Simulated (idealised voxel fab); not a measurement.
The document below concerns the process module designated voxel transistor to metal.
Each square cell in cross-section cut measures 5 nm, and the section as a whole is 270 nm wide.
For the purposes of this document, a cross-section shall be understood as a grid of square cells, specified as bands listed in top-to-bottom order, each band consisting of one or more rows of cells. Heights first: top, then bottom, in nm. Then materials, left to right, each with a width in nm. "full width" on a single material: fills the band edge to edge. "empty": empty space. Height reference: 0 = level under which incoming wafer is all one material. Lowest band: no bottom, runs on downward, e.g. "0 -> down". Width "30 to 40": first value at the band's top row of cells, second value at its bottom row, equal change from row to row. "nothing changed" after a step means that no cell of the cross-section changed. Basically, "Enclosed empty spaces" tells you about the enclosed voids: empty spaces with no open way to the top, 8 cells or bigger, each written width x height at distance, where distance is from the left edge, all in nm. Whatever follows a step's settings on its line is a remark the simulator itself makes about that step. What "overlay nm" on a step's line means: if the step has a mask, that mask lay this far to the right of its planned place, or, when the value is negative, to the left.
# The steps planned for the process are as follows
1 RECEIVE,material Si
2 CONFORMAL_DEP,material SiO2,thk nm 5
3 CONFORMAL_DEP,material SiN,thk nm 10
4 PATTERN,tone cover,mask id ACTIVE,material resist,width nm 95,pitch nm 125,thk nm 15,overlay nm 0
5 DIRECTIONAL_ETCH,etch materials SiN,depth nm 10
6 DIRECTIONAL_ETCH,etch materials SiO2,depth nm 5
7 DIRECTIONAL_ETCH,etch materials Si,depth nm 20
8 STRIP,etch materials resist
9 FILL_DEP,material SiO2,thk nm 15
10 CMP,height nm 15
11 SELECTIVE_ETCH,etch materials SiO2,depth nm 5
12 STRIP,etch materials SiN
13 SELECTIVE_ETCH,etch materials SiO2,depth nm 5
14 OXIDIZE,depth nm 5
15 DIRECTIONAL_DEP,material polySi,thk nm 25
16 DIRECTIONAL_DEP,material SiCN,thk nm 15
17 PATTERN,tone cover,mask id GATE,material resist,width nm 25,pitch nm 125,thk nm 20,overlay nm 0
18 DIRECTIONAL_ETCH,etch materials SiCN,depth nm 25
19 DIRECTIONAL_ETCH,etch materials polySi,depth nm 35
20 STRIP,etch materials resist
21 CONFORMAL_DEP,material SiO2,thk nm 5
22 DIRECTIONAL_ETCH,etch materials SiO2,depth nm 5
23 CONFORMAL_DEP,material SiN,thk nm 5
24 DIRECTIONAL_ETCH,etch materials SiN,depth nm 5
25 DIRECTIONAL_ETCH,etch materials SiO2,depth nm 5
26 DIRECTIONAL_ETCH,etch materials Si,depth nm 10
27 EPI,material nSi,thk nm 10
28 FILL_DEP,material SiO2,thk nm 10
29 CMP,height nm 40
30 DIRECTIONAL_DEP,material SiO2,thk nm 15
31 DIRECTIONAL_DEP,material aC,thk nm 10
32 PATTERN,tone open,mask id CONTACT,material resist,width nm 15,thk nm 30,overlay nm 0
33 DIRECTIONAL_ETCH,etch materials aC,depth nm 10
34 STRIP,etch materials resist
35 DIRECTIONAL_ETCH,etch materials SiO2,depth nm 50
36 STRIP,etch materials aC
37 CONFORMAL_DEP,material TiN,thk nm 5
38 FILL_DEP,material W,thk nm 10
39 CMP,height nm 55
40 CONFORMAL_DEP,material SiCN,thk nm 5
41 DIRECTIONAL_DEP,material SiO2,thk nm 20
42 DIRECTIONAL_DEP,material aC,thk nm 15
43 PATTERN,tone open,mask id METAL_1,material resist,width nm 15,thk nm 30,overlay nm 0
44 DIRECTIONAL_ETCH,etch materials aC,depth nm 15
45 STRIP,etch materials resist
46 DIRECTIONAL_ETCH,etch materials SiO2,depth nm 20
47 DIRECTIONAL_ETCH,etch materials SiCN,depth nm 5
48 STRIP,etch materials aC
49 CONFORMAL_DEP,material TiN,thk nm 5
50 FILL_DEP,material Cu,thk nm 5
51 CMP,height nm 80
52 EPI,material Ru,thk nm 5
53 FILL_DEP,material SiCN,thk nm 5
# Cross-sectional view of the wafer in its as-received condition, corresponding to the state after step 1
> 0 -> down: Si full width
> Enclosed empty spaces: none
# Run as planned - first of the two wafers cross-sectioned at the end of the module
> 90 -> 85: SiCN full width
> 85 -> 80: 25 SiCN; 25 Ru; 45 SiCN; 25 Ru; 30 SiCN; 25 Ru; 45 SiCN; 25 Ru; 25 SiCN
> 80 -> 60: 30 SiO2; 5 TiN; 5 Cu; 5 TiN; 55 SiO2; 5 TiN; 5 Cu; 5 TiN; 40 SiO2; 5 TiN; 5 Cu; 5 TiN; 55 SiO2; 5 TiN; 5 Cu; 5 TiN; 30 SiO2
> 60 -> 55: 30 SiCN; 15 TiN; 55 SiCN; 15 TiN; 40 SiCN; 15 TiN; 55 SiCN; 15 TiN; 30 SiCN
> 55 -> 40: 30 SiO2; 5 TiN; 5 W; 5 TiN; 55 SiO2; 5 TiN; 5 W; 5 TiN; 40 SiO2; 5 TiN; 5 W; 5 TiN; 55 SiO2; 5 TiN; 5 W; 5 TiN; 30 SiO2
> 40 -> 25: 30 SiO2; 5 TiN; 5 W; 5 TiN; 5 SiO2; 5 SiN; 5 SiO2; 25 SiCN; 5 SiO2; 5 SiN; 5 SiO2; 5 TiN; 5 W; 5 TiN; 40 SiO2; 5 TiN; 5 W; 5 TiN; 5 SiO2; 5 SiN; 5 SiO2; 25 SiCN; 5 SiO2; 5 SiN; 5 SiO2; 5 TiN; 5 W; 5 TiN; 30 SiO2
> 25 -> 10: 30 SiO2; 5 TiN; 5 W; 5 TiN; 5 SiO2; 5 SiN; 5 SiO2; 25 polySi; 5 SiO2; 5 SiN; 5 SiO2; 5 TiN; 5 W; 5 TiN; 40 SiO2; 5 TiN; 5 W; 5 TiN; 5 SiO2; 5 SiN; 5 SiO2; 25 polySi; 5 SiO2; 5 SiN; 5 SiO2; 5 TiN; 5 W; 5 TiN; 30 SiO2
> 10 -> 5: 30 SiO2; 15 TiN; 5 SiO2; 5 SiN; 5 SiO2; 25 polySi; 5 SiO2; 5 SiN; 5 SiO2; 15 TiN; 40 SiO2; 15 TiN; 5 SiO2; 5 SiN; 5 SiO2; 25 polySi; 5 SiO2; 5 SiN; 5 SiO2; 15 TiN; 30 SiO2
> 5 -> 0: 25 SiO2; 5 SiN; 20 nSi; 5 SiN; 5 SiO2; 25 polySi; 5 SiO2; 5 SiN; 20 nSi; 5 SiN; 30 SiO2; 5 SiN; 20 nSi; 5 SiN; 5 SiO2; 25 polySi; 5 SiO2; 5 SiN; 20 nSi; 5 SiN; 25 SiO2
> 0 -> -5: 30 SiO2; 20 nSi; 45 SiO2; 20 nSi; 40 SiO2; 20 nSi; 45 SiO2; 20 nSi; 30 SiO2
> -5 -> -15: 25 SiO2; 5 Si; 20 nSi; 45 Si; 20 nSi; 5 Si; 30 SiO2; 5 Si; 20 nSi; 45 Si; 20 nSi; 5 Si; 25 SiO2
> -15 -> -20: 25 SiO2; 95 Si; 30 SiO2; 95 Si; 25 SiO2
> -20 -> down: Si full width
> Enclosed empty spaces: none
# Cross-sectional view of the second of two wafers upon completion of the module. This wafer shared its starting condition and process plan with the first; one error was made during its execution
> 90 -> 85: SiCN full width
> 85 -> 80: 25 SiCN; 25 Ru; 45 SiCN; 25 Ru; 30 SiCN; 25 Ru; 45 SiCN; 25 Ru; 25 SiCN
> 80 -> 75: 30 SiCN; 15 TiN; 55 SiCN; 15 TiN; 40 SiCN; 15 TiN; 55 SiCN; 15 TiN; 30 SiCN
> 75 -> 55: SiO2 full width
> 55 -> 40: 30 SiO2; 5 TiN; 5 W; 5 TiN; 55 SiO2; 5 TiN; 5 W; 5 TiN; 40 SiO2; 5 TiN; 5 W; 5 TiN; 55 SiO2; 5 TiN; 5 W; 5 TiN; 30 SiO2
> 40 -> 25: 30 SiO2; 5 TiN; 5 W; 5 TiN; 5 SiO2; 5 SiN; 5 SiO2; 25 SiCN; 5 SiO2; 5 SiN; 5 SiO2; 5 TiN; 5 W; 5 TiN; 40 SiO2; 5 TiN; 5 W; 5 TiN; 5 SiO2; 5 SiN; 5 SiO2; 25 SiCN; 5 SiO2; 5 SiN; 5 SiO2; 5 TiN; 5 W; 5 TiN; 30 SiO2
> 25 -> 10: 30 SiO2; 5 TiN; 5 W; 5 TiN; 5 SiO2; 5 SiN; 5 SiO2; 25 polySi; 5 SiO2; 5 SiN; 5 SiO2; 5 TiN; 5 W; 5 TiN; 40 SiO2; 5 TiN; 5 W; 5 TiN; 5 SiO2; 5 SiN; 5 SiO2; 25 polySi; 5 SiO2; 5 SiN; 5 SiO2; 5 TiN; 5 W; 5 TiN; 30 SiO2
> 10 -> 5: 30 SiO2; 15 TiN; 5 SiO2; 5 SiN; 5 SiO2; 25 polySi; 5 SiO2; 5 SiN; 5 SiO2; 15 TiN; 40 SiO2; 15 TiN; 5 SiO2; 5 SiN; 5 SiO2; 25 polySi; 5 SiO2; 5 SiN; 5 SiO2; 15 TiN; 30 SiO2
> 5 -> 0: 25 SiO2; 5 SiN; 20 nSi; 5 SiN; 5 SiO2; 25 polySi; 5 SiO2; 5 SiN; 20 nSi; 5 SiN; 30 SiO2; 5 SiN; 20 nSi; 5 SiN; 5 SiO2; 25 polySi; 5 SiO2; 5 SiN; 20 nSi; 5 SiN; 25 SiO2
> 0 -> -5: 30 SiO2; 20 nSi; 45 SiO2; 20 nSi; 40 SiO2; 20 nSi; 45 SiO2; 20 nSi; 30 SiO2
> -5 -> -15: 25 SiO2; 5 Si; 20 nSi; 45 Si; 20 nSi; 5 Si; 30 SiO2; 5 Si; 20 nSi; 45 Si; 20 nSi; 5 Si; 25 SiO2
> -15 -> -20: 25 SiO2; 95 Si; 30 SiO2; 95 Si; 25 SiO2
> -20 -> down: Si full width
> Enclosed empty spaces: none
Against the plan, the run slipped here: swap of plan steps 40 and 41 during execution
FYI, end of process, the second wafer has more or fewer cells of some materials than the first: Cu: 16 fewer; SiO2: 48 more; TiN: 32 fewer
